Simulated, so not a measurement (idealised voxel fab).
The document below concerns the process module designated voxel wiring stack.
Each square cell in cross-section cut measures 5 nm, and the section as a whole is 210 nm wide.
A cross-section is written here as square cells arranged in a grid, and it is given in bands from the top down, each band taking up one or more rows of cells. Band: top height; bottom height; in nm. Then, left to right: material with width in nm, for each material. "all across": a single material spanning edge to edge. "blank": empty space. Where do heights start? At 0: under that level the wafer as delivered is made of one material only. And the lowest band has no floor; it just carries on downward, as in "0 nm and below". With a width like "30->40", each row of cells in the band differs from the next by the same amount, the top row carrying the first number and the bottom row the second. It should be understood that the words "all unchanged", when stated for a given step, signify that the cross-section underwent no change in any of its cells during that step. "Sealed-off cavities" lists enclosed empty spaces (at least 8 cells, no open path upward to the top), each as width x height at distance from the left edge, in nm. Past the settings on a step's line: simulator remark, on that step. A step line may carry the setting "overlay nm", which, for steps involving a mask, states the distance by which the mask lay to the right of its intended position; negative values denote displacement to the left. Everything after this point is organized in pairs: a cross-section before one process step, a cross-section after it that shows only as deep as the lowest changed band, and, under the pair, the intervening step with its settings. Because different runs of this module on the same starting wafer can supply different pairs, a pair continues from the pair above it only if its entry headed "Pre-process state" says so.

[Pre-process state]
    55 nm to 50 nm | lowk 35, then blank 15, then lowk 40, then blank 15, then lowk 40, then blank 15, then lowk 50
    50 nm to 45 nm | lowk 35, then Ru 15, then lowk 40, then Ru 15, then lowk 40, then Ru 15, then lowk 50
    45 nm to 40 nm | SiCN 35, then Ru 15, then SiCN 40, then Ru 15, then SiCN 40, then Ru 15, then SiCN 50
    40 nm to 15 nm | lowk 30, then W 40, then lowk 15, then W 40, then lowk 15, then W 40, then lowk 30
    15 nm to 10 nm | lowk 30, then TiN 40, then lowk 15, then TiN 40, then lowk 15, then TiN 40, then lowk 30
    10 nm to 0 nm | SiO2 all across
    0 nm and below | Si all across
    Sealed-off cavities: none

[Cross-Section After Step]
    55 nm to 45 nm | lowk 35, then Ru 15, then lowk 40, then Ru 15, then lowk 40, then Ru 15, then lowk 50
    Below 45 it's all the same as before, nothing changed down there.
    Sealed-off cavities: none
Which operation lies between the before and after views above? EPI | material Ru | thk nm 5

Pre-process state: The pre-step condition corresponds to the post-step cross-section depicted in the pair directly above.

[Cross-Section After Step]
    60 nm to 55 nm | SiCN all across
    Below 55 it's all the same as before, nothing changed down there.
    Sealed-off cavities: none
Which operation lies between the before and after views above? CONFORMAL_DEP | material SiCN | thk nm 5

Pre-process state: The pre-step condition corresponds to the post-step cross-section depicted in the pair directly above.

[Cross-Section After Step]
    85 nm to 60 nm | SiO2 all across
    Below 60 it's all the same as before, nothing changed down there.
    Sealed-off cavities: none
Which operation lies between the before and after views above? DIRECTIONAL_DEP | material SiO2 | thk nm 25

Pre-process state: The pre-step condition corresponds to the post-step cross-section depicted in the pair directly above.

[Cross-Section After Step]
    95 nm to 85 nm | aC all across
    Below 85 it's all the same as before, nothing changed down there.
    Sealed-off cavities: none
Which operation lies between the before and after views above? DIRECTIONAL_DEP | material aC | thk nm 10

Pre-process state: The pre-step condition corresponds to the post-step cross-section depicted in the pair directly above.

[Cross-Section After Step]
    120 nm to 95 nm | resist 35, then blank 30, then resist 25, then blank 30, then resist 25, then blank 30, then resist 35
    Below 95 it's all the same as before, nothing changed down there.
    Sealed-off cavities: none
Which operation lies between the before and after views above? PATTERN | tone open | mask id METAL_2 | material resist | width nm 30 | pitch nm 55 | thk nm 25 | overlay nm 0

Pre-process state: The pre-step condition corresponds to the post-step cross-section depicted in the pair directly above.

[Cross-Section After Step]
    110 nm to 95 nm | resist 35, then blank 30, then resist 25, then blank 30, then resist 25, then blank 30, then resist 35
    95 nm to 85 nm | aC 35, then blank 30, then aC 25, then blank 30, then aC 25, then blank 30, then aC 35
    Below 85 it's all the same as before, nothing changed down there.
    Sealed-off cavities: none
Which operation lies between the before and after views above? DIRECTIONAL_ETCH | etch materials aC | depth nm 10

Pre-process state: The pre-step condition corresponds to the post-step cross-section depicted in the pair directly above.

[Cross-Section After Step]
    95 nm to 85 nm | aC 35, then blank 30, then aC 25, then blank 30, then aC 25, then blank 30, then aC 35
    Below 85 it's all the same as before, nothing changed down there.
    Sealed-off cavities: none
Which operation lies between the before and after views above? STRIP | etch materials resist

Pre-process state: The pre-step condition corresponds to the post-step cross-section depicted in the pair directly above.

[Cross-Section After Step]
    95 nm to 85 nm | aC 35, then blank 30, then aC 25, then blank 30, then aC 25, then blank 30, then aC 35
    85 nm to 60 nm | SiO2 35, then blank 30, then SiO2 25, then blank 30, then SiO2 25, then blank 30, then SiO2 35
    Below 60 it's all the same as before, nothing changed down there.
    Sealed-off cavities: none
Which operation lies between the before and after views above? DIRECTIONAL_ETCH | etch materials SiO2 | depth nm 25

Pre-process state: The pre-step condition corresponds to the post-step cross-section depicted in the pair directly above.

[Cross-Section After Step]
    95 nm to 85 nm | aC 35, then blank 30, then aC 25, then blank 30, then aC 25, then blank 30, then aC 35
    85 nm to 60 nm | SiO2 35, then blank 30, then SiO2 25, then blank 30, then SiO2 25, then blank 30, then SiO2 35
    60 nm to 55 nm | SiCN 35, then blank 30, then SiCN 25, then blank 30, then SiCN 25, then blank 30, then SiCN 35
    Below 55 it's all the same as before, nothing changed down there.
    Sealed-off cavities: none
Which operation lies between the before and after views above? DIRECTIONAL_ETCH | etch materials SiCN | depth nm 5

Pre-process state: The pre-step condition corresponds to the post-step cross-section depicted in the pair directly above.

[Cross-Section After Step]
    85 nm to 60 nm | SiO2 35, then blank 30, then SiO2 25, then blank 30, then SiO2 25, then blank 30, then SiO2 35
    Below 60 it's all the same as before, nothing changed down there.
    Sealed-off cavities: none
Which operation lies between the before and after views above? STRIP | etch materials aC

Pre-process state: The pre-step condition corresponds to the post-step cross-section depicted in the pair directly above.

[Cross-Section After Step]
    90 nm to 85 nm | TiN 40, then blank 20, then TiN 35, then blank 20, then TiN 35, then blank 20, then TiN 40
    85 nm to 60 nm | SiO2 35, then TiN 5, then blank 20, then TiN 5, then SiO2 25, then TiN 5, then blank 20, then TiN 5, then SiO2 25, then TiN 5, then blank 20, then TiN 5, then SiO2 35
    60 nm to 55 nm | SiCN 35, then TiN 30, then SiCN 25, then TiN 30, then SiCN 25, then TiN 30, then SiCN 35
    Below 55 it's all the same as before, nothing changed down there.
    Sealed-off cavities: none
Which operation lies between the before and after views above? CONFORMAL_DEP | material TiN | thk nm 5

Pre-process state: The pre-step condition corresponds to the post-step cross-section depicted in the pair directly above.

[Cross-Section After Step]
    95 nm to 90 nm | W all across
    90 nm to 85 nm | TiN 40, then W 20, then TiN 35, then W 20, then TiN 35, then W 20, then TiN 40
    85 nm to 60 nm | SiO2 35, then TiN 5, then W 20, then TiN 5, then SiO2 25, then TiN 5, then W 20, then TiN 5, then SiO2 25, then TiN 5, then W 20, then TiN 5, then SiO2 35
    Below 60 it's all the same as before, nothing changed down there.
    Sealed-off cavities: none
Which operation lies between the before and after views above? FILL_DEP | material W | thk nm 5

Pre-process state: The pre-step condition corresponds to the post-step cross-section depicted in the pair directly above.

[Cross-Section After Step]
    85 nm to 60 nm | SiO2 35, then TiN 5, then W 20, then TiN 5, then SiO2 25, then TiN 5, then W 20, then TiN 5, then SiO2 25, then TiN 5, then W 20, then TiN 5, then SiO2 35
    Below 60 it's all the same as before, nothing changed down there.
    Sealed-off cavities: none
Which operation lies between the before and after views above? CMP | height nm 85

Pre-process state: The pre-step condition corresponds to the post-step cross-section depicted in the pair directly above.

[Cross-Section After Step]
    90 nm to 85 nm | SiN all across
    Below 85 it's all the same as before, nothing changed down there.
    Sealed-off cavities: none
Which operation lies between the before and after views above? CONFORMAL_DEP | material SiN | thk nm 5

[Pre-process state]
    70 nm to 55 nm | aC all across
    55 nm to 45 nm | lowk all across
    45 nm to 40 nm | SiCN all across
    40 nm to 15 nm | lowk 35, then W 30, then lowk 25, then W 30, then lowk 25, then W 30, then lowk 35
    15 nm to 10 nm | lowk 35, then TiN 30, then lowk 25, then TiN 30, then lowk 25, then TiN 30, then lowk 35
    10 nm to 0 nm | SiO2 all across
    0 nm and below | Si all across
    Sealed-off cavities: none

[Cross-Section After Step]
    100 nm to 70 nm | resist 45, then blank 15, then resist 40, then blank 15, then resist 40, then blank 15, then resist 40
    Below 70 it's all the same as before, nothing changed down there.
    Sealed-off cavities: none
Which operation lies between the before and after views above? PATTERN | tone open | mask id PLUG_1 | material resist | width nm 15 | pitch nm 55 | thk nm 30 | overlay nm 10

Pre-process state: The pre-step condition corresponds to the post-step cross-section depicted in the pair directly above.

[Cross-Section After Step]
    85 nm to 70 nm | resist 45, then blank 15, then resist 40, then blank 15, then resist 40, then blank 15, then resist 40
    70 nm to 55 nm | aC 45, then blank 15, then aC 40, then blank 15, then aC 40, then blank 15, then aC 40
    Below 55 it's all the same as before, nothing changed down there.
    Sealed-off cavities: none
Which operation lies between the before and after views above? DIRECTIONAL_ETCH | etch materials aC | depth nm 15

Pre-process state: The pre-step condition corresponds to the post-step cross-section depicted in the pair directly above.

[Cross-Section After Step]
    70 nm to 55 nm | aC 45, then blank 15, then aC 40, then blank 15, then aC 40, then blank 15, then aC 40
    Below 55 it's all the same as before, nothing changed down there.
    Sealed-off cavities: none
Which operation lies between the before and after views above? STRIP | etch materials resist

Pre-process state: The pre-step condition corresponds to the post-step cross-section depicted in the pair directly above.

[Cross-Section After Step]
    70 nm to 55 nm | aC 45, then blank 15, then aC 40, then blank 15, then aC 40, then blank 15, then aC 40
    55 nm to 45 nm | lowk 45, then blank 15, then lowk 40, then blank 15, then lowk 40, then blank 15, then lowk 40
    Below 45 it's all the same as before, nothing changed down there.
    Sealed-off cavities: none
Which operation lies between the before and after views above? DIRECTIONAL_ETCH | etch materials lowk | depth nm 10

Pre-process state: The pre-step condition corresponds to the post-step cross-section depicted in the pair directly above.

[Cross-Section After Step]
    70 nm to 55 nm | aC 45, then blank 15, then aC 40, then blank 15, then aC 40, then blank 15, then aC 40
    55 nm to 45 nm | lowk 45, then blank 15, then lowk 40, then blank 15, then lowk 40, then blank 15, then lowk 40
    45 nm to 40 nm | SiCN 45, then blank 15, then SiCN 40, then blank 15, then SiCN 40, then blank 15, then SiCN 40
    Below 40 it's all the same as before, nothing changed down there.
    Sealed-off cavities: none
Which operation lies between the before and after views above? DIRECTIONAL_ETCH | etch materials SiCN | depth nm 5

Pre-process state: The pre-step condition corresponds to the post-step cross-section depicted in the pair directly above.

[Cross-Section After Step]
    55 nm to 45 nm | lowk 45, then blank 15, then lowk 40, then blank 15, then lowk 40, then blank 15, then lowk 40
    Below 45 it's all the same as before, nothing changed down there.
    Sealed-off cavities: none
Which operation lies between the before and after views above? STRIP | etch materials aC

Pre-process state: The pre-step condition corresponds to the post-step cross-section depicted in the pair directly above.

[Cross-Section After Step]
    55 nm to 50 nm | lowk 45, then blank 15, then lowk 40, then blank 15, then lowk 40, then blank 15, then lowk 40
    50 nm to 45 nm | lowk 45, then Ru 15, then lowk 40, then Ru 15, then lowk 40, then Ru 15, then lowk 40
    45 nm to 40 nm | SiCN 45, then Ru 15, then SiCN 40, then Ru 15, then SiCN 40, then Ru 15, then SiCN 40
    Below 40 it's all the same as before, nothing changed down there.
    Sealed-off cavities: none
Which operation lies between the before and after views above? EPI | material Ru | thk nm 10

Pre-process state: The pre-step condition corresponds to the post-step cross-section depicted in the pair directly above.

[Cross-Section After Step]
    55 nm to 45 nm | lowk 45, then Ru 15, then lowk 40, then Ru 15, then lowk 40, then Ru 15, then lowk 40
    Below 45 it's all the same as before, nothing changed down there.
    Sealed-off cavities: none
Which operation lies between the before and after views above? EPI | material Ru | thk nm 5

Pre-process state: The pre-step condition corresponds to the post-step cross-section depicted in the pair directly above.

[Cross-Section After Step]
    60 nm to 55 nm | SiCN all across
    Below 55 it's all the same as before, nothing changed down there.
    Sealed-off cavities: none
Which operation lies between the before and after views above? CONFORMAL_DEP | material SiCN | thk nm 5

Pre-process state: The pre-step condition corresponds to the post-step cross-section depicted in the pair directly above.

[Cross-Section After Step]
    85 nm to 60 nm | SiO2 all across
    Below 60 it's all the same as before, nothing changed down there.
    Sealed-off cavities: none
Which operation lies between the before and after views above? DIRECTIONAL_DEP | material SiO2 | thk nm 25

Pre-process state: The pre-step condition corresponds to the post-step cross-section depicted in the pair directly above.

[Cross-Section After Step]
    95 nm to 85 nm | aC all across
    Below 85 it's all the same as before, nothing changed down there.
    Sealed-off cavities: none
Which operation lies between the before and after views above? DIRECTIONAL_DEP | material aC | thk nm 10

Pre-process state: The pre-step condition corresponds to the post-step cross-section depicted in the pair directly above.

[Cross-Section After Step]
    120 nm to 95 nm | resist 35, then blank 30, then resist 25, then blank 30, then resist 25, then blank 30, then resist 35
    Below 95 it's all the same as before, nothing changed down there.
    Sealed-off cavities: none
Which operation lies between the before and after views above? PATTERN | tone open | mask id METAL_2 | material resist | width nm 30 | pitch nm 55 | thk nm 25 | overlay nm 0

Pre-process state: The pre-step condition corresponds to the post-step cross-section depicted in the pair directly above.

[Cross-Section After Step]
    110 nm to 95 nm | resist 35, then blank 30, then resist 25, then blank 30, then resist 25, then blank 30, then resist 35
    95 nm to 85 nm | aC 35, then blank 30, then aC 25, then blank 30, then aC 25, then blank 30, then aC 35
    Below 85 it's all the same as before, nothing changed down there.
    Sealed-off cavities: none
Which operation lies between the before and after views above? DIRECTIONAL_ETCH | etch materials aC | depth nm 10

Pre-process state: The pre-step condition corresponds to the post-step cross-section depicted in the pair directly above.

[Cross-Section After Step]
    95 nm to 85 nm | aC 35, then blank 30, then aC 25, then blank 30, then aC 25, then blank 30, then aC 35
    Below 85 it's all the same as before, nothing changed down there.
    Sealed-off cavities: none
Which operation lies between the before and after views above? STRIP | etch materials resist

Pre-process state: The pre-step condition corresponds to the post-step cross-section depicted in the pair directly above.

[Cross-Section After Step]
    95 nm to 85 nm | aC 35, then blank 30, then aC 25, then blank 30, then aC 25, then blank 30, then aC 35
    85 nm to 60 nm | SiO2 35, then blank 30, then SiO2 25, then blank 30, then SiO2 25, then blank 30, then SiO2 35
    Below 60 it's all the same as before, nothing changed down there.
    Sealed-off cavities: none
Which operation lies between the before and after views above? DIRECTIONAL_ETCH | etch materials SiO2 | depth nm 25

Pre-process state: The pre-step condition corresponds to the post-step cross-section depicted in the pair directly above.

[Cross-Section After Step]
    95 nm to 85 nm | aC 35, then blank 30, then aC 25, then blank 30, then aC 25, then blank 30, then aC 35
    85 nm to 60 nm | SiO2 35, then blank 30, then SiO2 25, then blank 30, then SiO2 25, then blank 30, then SiO2 35
    60 nm to 55 nm | SiCN 35, then blank 30, then SiCN 25, then blank 30, then SiCN 25, then blank 30, then SiCN 35
    Below 55 it's all the same as before, nothing changed down there.
    Sealed-off cavities: none
Which operation lies between the before and after views above? DIRECTIONAL_ETCH | etch materials SiCN | depth nm 5

Pre-process state: The pre-step condition corresponds to the post-step cross-section depicted in the pair directly above.

[Cross-Section After Step]
    85 nm to 60 nm | SiO2 35, then blank 30, then SiO2 25, then blank 30, then SiO2 25, then blank 30, then SiO2 35
    Below 60 it's all the same as before, nothing changed down there.
    Sealed-off cavities: none
Which operation lies between the before and after views above? STRIP | etch materials aC

Pre-process state: The pre-step condition corresponds to the post-step cross-section depicted in the pair directly above.

[Cross-Section After Step]
    90 nm to 85 nm | TiN 40, then blank 20, then TiN 35, then blank 20, then TiN 35, then blank 20, then TiN 40
    85 nm to 60 nm | SiO2 35, then TiN 5, then blank 20, then TiN 5, then SiO2 25, then TiN 5, then blank 20, then TiN 5, then SiO2 25, then TiN 5, then blank 20, then TiN 5, then SiO2 35
    60 nm to 55 nm | SiCN 35, then TiN 30, then SiCN 25, then TiN 30, then SiCN 25, then TiN 30, then SiCN 35
    Below 55 it's all the same as before, nothing changed down there.
    Sealed-off cavities: none
Which operation lies between the before and after views above? CONFORMAL_DEP | material TiN | thk nm 5

Pre-process state: The pre-step condition corresponds to the post-step cross-section depicted in the pair directly above.

[Cross-Section After Step]
    95 nm to 90 nm | W all across
    90 nm to 85 nm | TiN 40, then W 20, then TiN 35, then W 20, then TiN 35, then W 20, then TiN 40
    85 nm to 60 nm | SiO2 35, then TiN 5, then W 20, then TiN 5, then SiO2 25, then TiN 5, then W 20, then TiN 5, then SiO2 25, then TiN 5, then W 20, then TiN 5, then SiO2 35
    Below 60 it's all the same as before, nothing changed down there.
    Sealed-off cavities: none
Which operation lies between the before and after views above? FILL_DEP | material W | thk nm 5

Pre-process state: The pre-step condition corresponds to the post-step cross-section depicted in the pair directly above.

[Cross-Section After Step]
    85 nm to 60 nm | SiO2 35, then TiN 5, then W 20, then TiN 5, then SiO2 25, then TiN 5, then W 20, then TiN 5, then SiO2 25, then TiN 5, then W 20, then TiN 5, then SiO2 35
    Below 60 it's all the same as before, nothing changed down there.
    Sealed-off cavities: none
Which operation lies between the before and after views above? CMP | height nm 85

Pre-process state: The pre-step condition corresponds to the post-step cross-section depicted in the pair directly above.

[Cross-Section After Step]
    90 nm to 85 nm | SiN all across
    Below 85 it's all the same as before, nothing changed down there.
    Sealed-off cavities: none
Which operation lies between the before and after views above? CONFORMAL_DEP | material SiN | thk nm 5

[Pre-process state]
    85 nm to 60 nm | SiO2 35, then blank 30, then SiO2 25, then blank 30, then SiO2 25, then blank 30, then SiO2 35
    60 nm to 55 nm | SiCN 35, then blank 30, then SiCN 25, then blank 30, then SiCN 25, then blank 30, then SiCN 35
    55 nm to 45 nm | lowk 35, then Ru 15, then lowk 40, then Ru 15, then lowk 40, then Ru 15, then lowk 50
    45 nm to 40 nm | SiCN 35, then Ru 15, then SiCN 40, then Ru 15, then SiCN 40, then Ru 15, then SiCN 50
    40 nm to 15 nm | lowk 35, then W 30, then lowk 25, then W 30, then lowk 25, then W 30, then lowk 35
    15 nm to 10 nm | lowk 35, then TiN 30, then lowk 25, then TiN 30, then lowk 25, then TiN 30, then lowk 35
    10 nm to 0 nm | SiO2 all across
    0 nm and below | Si all across
    Sealed-off cavities: none

[Cross-Section After Step]
    90 nm to 85 nm | aC 40, then blank 20, then aC 35, then blank 20, then aC 35, then blank 20, then aC 40
    85 nm to 60 nm | SiO2 35, then aC 5, then blank 20, then aC 5, then SiO2 25, then aC 5, then blank 20, then aC 5, then SiO2 25, then aC 5, then blank 20, then aC 5, then SiO2 35
    60 nm to 55 nm | SiCN 35, then aC 30, then SiCN 25, then aC 30, then SiCN 25, then aC 30, then SiCN 35
    Below 55 it's all the same as before, nothing changed down there.
    Sealed-off cavities: none
Which operation lies between the before and after views above? CONFORMAL_DEP | material aC | thk nm 5

Pre-process state: The pre-step condition corresponds to the post-step cross-section depicted in the pair directly above.

[Cross-Section After Step]
    95 nm to 90 nm | W all across
    90 nm to 85 nm | aC 40, then W 20, then aC 35, then W 20, then aC 35, then W 20, then aC 40
    85 nm to 60 nm | SiO2 35, then aC 5, then W 20, then aC 5, then SiO2 25, then aC 5, then W 20, then aC 5, then SiO2 25, then aC 5, then W 20, then aC 5, then SiO2 35
    Below 60 it's all the same as before, nothing changed down there.
    Sealed-off cavities: none
Which operation lies between the before and after views above? FILL_DEP | material W | thk nm 5

Pre-process state: The pre-step condition corresponds to the post-step cross-section depicted in the pair directly above.

[Cross-Section After Step]
    85 nm to 60 nm | SiO2 35, then aC 5, then W 20, then aC 5, then SiO2 25, then aC 5, then W 20, then aC 5, then SiO2 25, then aC 5, then W 20, then aC 5, then SiO2 35
    Below 60 it's all the same as before, nothing changed down there.
    Sealed-off cavities: none
Which operation lies between the before and after views above? CMP | height nm 85

Pre-process state: The pre-step condition corresponds to the post-step cross-section depicted in the pair directly above.

[Cross-Section After Step]
    90 nm to 85 nm | SiN all across
    Below 85 it's all the same as before, nothing changed down there.
    Sealed-off cavities: none
Which operation lies between the before and after views above? CONFORMAL_DEP | material SiN | thk nm 5

[Pre-process state]
    40 nm to 15 nm | W all across
    15 nm to 10 nm | TiN all across
    10 nm to 0 nm | SiO2 all across
    0 nm and below | Si all across
    Sealed-off cavities: none

[Cross-Section After Step]
    55 nm to 40 nm | resist 35, then blank 30, then resist 25, then blank 30, then resist 25, then blank 30, then resist 35
    Below 40 it's all the same as before, nothing changed down there.
    Sealed-off cavities: none
Which operation lies between the before and after views above? PATTERN | tone open | mask id METAL_1 | material resist | width nm 30 | pitch nm 55 | thk nm 15 | overlay nm 0

Pre-process state: The pre-step condition corresponds to the post-step cross-section depicted in the pair directly above.

[Cross-Section After Step]
    55 nm to 40 nm | resist 35, then blank 30, then resist 25, then blank 30, then resist 25, then blank 30, then resist 35
    40 nm to 15 nm | W 35, then blank 30, then W 25, then blank 30, then W 25, then blank 30, then W 35
    Below 15 it's all the same as before, nothing changed down there.
    Sealed-off cavities: none
Which operation lies between the before and after views above? DIRECTIONAL_ETCH | etch materials W | depth nm 25

Pre-process state: The pre-step condition corresponds to the post-step cross-section depicted in the pair directly above.

[Cross-Section After Step]
    55 nm to 40 nm | resist 35, then blank 30, then resist 25, then blank 30, then resist 25, then blank 30, then resist 35
    40 nm to 15 nm | W 35, then blank 30, then W 25, then blank 30, then W 25, then blank 30, then W 35
    15 nm to 10 nm | TiN 35, then blank 30, then TiN 25, then blank 30, then TiN 25, then blank 30, then TiN 35
    Below 10 it's all the same as before, nothing changed down there.
    Sealed-off cavities: none
Which operation lies between the before and after views above? DIRECTIONAL_ETCH | etch materials TiN | depth nm 5

Pre-process state: The pre-step condition corresponds to the post-step cross-section depicted in the pair directly above.

[Cross-Section After Step]
    40 nm to 15 nm | W 35, then blank 30, then W 25, then blank 30, then W 25, then blank 30, then W 35
    Below 15 it's all the same as before, nothing changed down there.
    Sealed-off cavities: none
Which operation lies between the before and after views above? STRIP | etch materials resist

Pre-process state: The pre-step condition corresponds to the post-step cross-section depicted in the pair directly above.

[Cross-Section After Step]
    45 nm to 40 nm | lowk all across
    40 nm to 15 nm | W 35, then lowk 30, then W 25, then lowk 30, then W 25, then lowk 30, then W 35
    15 nm to 10 nm | TiN 35, then lowk 30, then TiN 25, then lowk 30, then TiN 25, then lowk 30, then TiN 35
    Below 10 it's all the same as before, nothing changed down there.
    Sealed-off cavities: none
Which operation lies between the before and after views above? FILL_DEP | material lowk | thk nm 5

Pre-process state: The pre-step condition corresponds to the post-step cross-section depicted in the pair directly above.

[Cross-Section After Step]
    40 nm to 15 nm | W 35, then lowk 30, then W 25, then lowk 30, then W 25, then lowk 30, then W 35
    Below 15 it's all the same as before, nothing changed down there.
    Sealed-off cavities: none
Which operation lies between the before and after views above? CMP | height nm 40

Pre-process state: The pre-step condition corresponds to the post-step cross-section depicted in the pair directly above.

[Cross-Section After Step]
    45 nm to 40 nm | SiCN all across
    Below 40 it's all the same as before, nothing changed down there.
    Sealed-off cavities: none
Which operation lies between the before and after views above? CONFORMAL_DEP | material SiCN | thk nm 5

Pre-process state: The pre-step condition corresponds to the post-step cross-section depicted in the pair directly above.

[Cross-Section After Step]
    55 nm to 45 nm | lowk all across
    Below 45 it's all the same as before, nothing changed down there.
    Sealed-off cavities: none
Which operation lies between the before and after views above? DIRECTIONAL_DEP | material lowk | thk nm 10

Pre-process state: The pre-step condition corresponds to the post-step cross-section depicted in the pair directly above.

[Cross-Section After Step]
    70 nm to 55 nm | aC all across
    Below 55 it's all the same as before, nothing changed down there.
    Sealed-off cavities: none
Which operation lies between the before and after views above? DIRECTIONAL_DEP | material aC | thk nm 15

Pre-process state: The pre-step condition corresponds to the post-step cross-section depicted in the pair directly above.

[Cross-Section After Step]
    100 nm to 70 nm | resist 35, then blank 15, then resist 40, then blank 15, then resist 40, then blank 15, then resist 50
    Below 70 it's all the same as before, nothing changed down there.
    Sealed-off cavities: none
Which operation lies between the before and after views above? PATTERN | tone open | mask id PLUG_1 | material resist | width nm 15 | pitch nm 55 | thk nm 30 | overlay nm 0

Pre-process state: The pre-step condition corresponds to the post-step cross-section depicted in the pair directly above.

[Cross-Section After Step]
    85 nm to 70 nm | resist 35, then blank 15, then resist 40, then blank 15, then resist 40, then blank 15, then resist 50
    70 nm to 55 nm | aC 35, then blank 15, then aC 40, then blank 15, then aC 40, then blank 15, then aC 50
    Below 55 it's all the same as before, nothing changed down there.
    Sealed-off cavities: none
Which operation lies between the before and after views above? DIRECTIONAL_ETCH | etch materials aC | depth nm 15

Pre-process state: The pre-step condition corresponds to the post-step cross-section depicted in the pair directly above.

[Cross-Section After Step]
    70 nm to 55 nm | aC 35, then blank 15, then aC 40, then blank 15, then aC 40, then blank 15, then aC 50
    Below 55 it's all the same as before, nothing changed down there.
    Sealed-off cavities: none
Which operation lies between the before and after views above? STRIP | etch materials resist

Pre-process state: The pre-step condition corresponds to the post-step cross-section depicted in the pair directly above.

[Cross-Section After Step]
    70 nm to 55 nm | aC 35, then blank 15, then aC 40, then blank 15, then aC 40, then blank 15, then aC 50
    55 nm to 45 nm | lowk 35, then blank 15, then lowk 40, then blank 15, then lowk 40, then blank 15, then lowk 50
    Below 45 it's all the same as before, nothing changed down there.
    Sealed-off cavities: none
Which operation lies between the before and after views above? DIRECTIONAL_ETCH | etch materials lowk | depth nm 10

Pre-process state: The pre-step condition corresponds to the post-step cross-section depicted in the pair directly above.

[Cross-Section After Step]
    70 nm to 55 nm | aC 35, then blank 15, then aC 40, then blank 15, then aC 40, then blank 15, then aC 50
    55 nm to 45 nm | lowk 35, then blank 15, then lowk 40, then blank 15, then lowk 40, then blank 15, then lowk 50
    45 nm to 40 nm | SiCN 35, then blank 15, then SiCN 40, then blank 15, then SiCN 40, then blank 15, then SiCN 50
    Below 40 it's all the same as before, nothing changed down there.
    Sealed-off cavities: none
Which operation lies between the before and after views above? DIRECTIONAL_ETCH | etch materials SiCN | depth nm 5

Pre-process state: The pre-step condition corresponds to the post-step cross-section depicted in the pair directly above.

[Cross-Section After Step]
    55 nm to 45 nm | lowk 35, then blank 15, then lowk 40, then blank 15, then lowk 40, then blank 15, then lowk 50
    Below 45 it's all the same as before, nothing changed down there.
    Sealed-off cavities: none
Which operation lies between the before and after views above? STRIP | etch materials aC

Pre-process state: The pre-step condition corresponds to the post-step cross-section depicted in the pair directly above.

[Cross-Section After Step]
    60 nm to 55 nm | SiCN 40, then blank 5, then SiCN 50, then blank 5, then SiCN 50, then blank 5, then SiCN 55
    55 nm to 45 nm | lowk 35, then SiCN 5, then blank 5, then SiCN 5, then lowk 40, then SiCN 5, then blank 5, then SiCN 5, then lowk 40, then SiCN 5, then blank 5, then SiCN 5, then lowk 50
    45 nm to 40 nm | SiCN all across
    Below 40 it's all the same as before, nothing changed down there.
    Sealed-off cavities: none
Which operation lies between the before and after views above? CONFORMAL_DEP | material SiCN | thk nm 5

Pre-process state: The pre-step condition corresponds to the post-step cross-section depicted in the pair directly above.

[Cross-Section After Step]
    85 nm to 70 nm | SiO2 40, then blank 5, then SiO2 50, then blank 5, then SiO2 50, then blank 5, then SiO2 55
    70 nm to 60 nm | SiO2 all across
    60 nm to 55 nm | SiCN 40, then SiO2 5, then SiCN 50, then SiO2 5, then SiCN 50, then SiO2 5, then SiCN 55
    55 nm to 45 nm | lowk 35, then SiCN 5, then SiO2 5, then SiCN 5, then lowk 40, then SiCN 5, then SiO2 5, then SiCN 5, then lowk 40, then SiCN 5, then SiO2 5, then SiCN 5, then lowk 50
    Below 45 it's all the same as before, nothing changed down there.
    Sealed-off cavities: none
Which operation lies between the before and after views above? DIRECTIONAL_DEP | material SiO2 | thk nm 25

Pre-process state: The pre-step condition corresponds to the post-step cross-section depicted in the pair directly above.

[Cross-Section After Step]
    95 nm to 85 nm | aC 40, then blank 5, then aC 50, then blank 5, then aC 50, then blank 5, then aC 55
    85 nm to 80 nm | SiO2 40, then blank 5, then SiO2 50, then blank 5, then SiO2 50, then blank 5, then SiO2 55
    80 nm to 70 nm | SiO2 40, then aC 5, then SiO2 50, then aC 5, then SiO2 50, then aC 5, then SiO2 55
    Below 70 it's all the same as before, nothing changed down there.
    Sealed-off cavities: none
Which operation lies between the before and after views above? DIRECTIONAL_DEP | material aC | thk nm 10

Pre-process state: The pre-step condition corresponds to the post-step cross-section depicted in the pair directly above.

[Cross-Section After Step]
    120 nm to 95 nm | resist 35, then blank 30, then resist 25, then blank 30, then resist 25, then blank 30, then resist 35
    Below 95 it's all the same as before, nothing changed down there.
    Sealed-off cavities: none
Which operation lies between the before and after views above? PATTERN | tone open | mask id METAL_2 | material resist | width nm 30 | pitch nm 55 | thk nm 25 | overlay nm 0

Pre-process state: The pre-step condition corresponds to the post-step cross-section depicted in the pair directly above.

[Cross-Section After Step]
    110 nm to 95 nm | resist 35, then blank 30, then resist 25, then blank 30, then resist 25, then blank 30, then resist 35
    95 nm to 85 nm | aC 35, then blank 30, then aC 25, then blank 30, then aC 25, then blank 30, then aC 35
    85 nm to 70 nm | SiO2 40, then blank 5, then SiO2 50, then blank 5, then SiO2 50, then blank 5, then SiO2 55
    Below 70 it's all the same as before, nothing changed down there.
    Sealed-off cavities: none
Which operation lies between the before and after views above? DIRECTIONAL_ETCH | etch materials aC | depth nm 10

Pre-process state: The pre-step condition corresponds to the post-step cross-section depicted in the pair directly above.

[Cross-Section After Step]
    95 nm to 85 nm | aC 35, then blank 30, then aC 25, then blank 30, then aC 25, then blank 30, then aC 35
    Below 85 it's all the same as before, nothing changed down there.
    Sealed-off cavities: none
Which operation lies between the before and after views above? STRIP | etch materials resist

Pre-process state: The pre-step condition corresponds to the post-step cross-section depicted in the pair directly above.

[Cross-Section After Step]
    95 nm to 85 nm | aC 35, then blank 30, then aC 25, then blank 30, then aC 25, then blank 30, then aC 35
    85 nm to 60 nm | SiO2 35, then blank 30, then SiO2 25, then blank 30, then SiO2 25, then blank 30, then SiO2 35
    60 nm to 55 nm | SiCN 40, then blank 5, then SiCN 50, then blank 5, then SiCN 50, then blank 5, then SiCN 55
    55 nm to 45 nm | lowk 35, then SiCN 5, then blank 5, then SiCN 5, then lowk 40, then SiCN 5, then blank 5, then SiCN 5, then lowk 40, then SiCN 5, then blank 5, then SiCN 5, then lowk 50
    Below 45 it's all the same as before, nothing changed down there.
    Sealed-off cavities: none
Which operation lies between the before and after views above? DIRECTIONAL_ETCH | etch materials SiO2 | depth nm 25
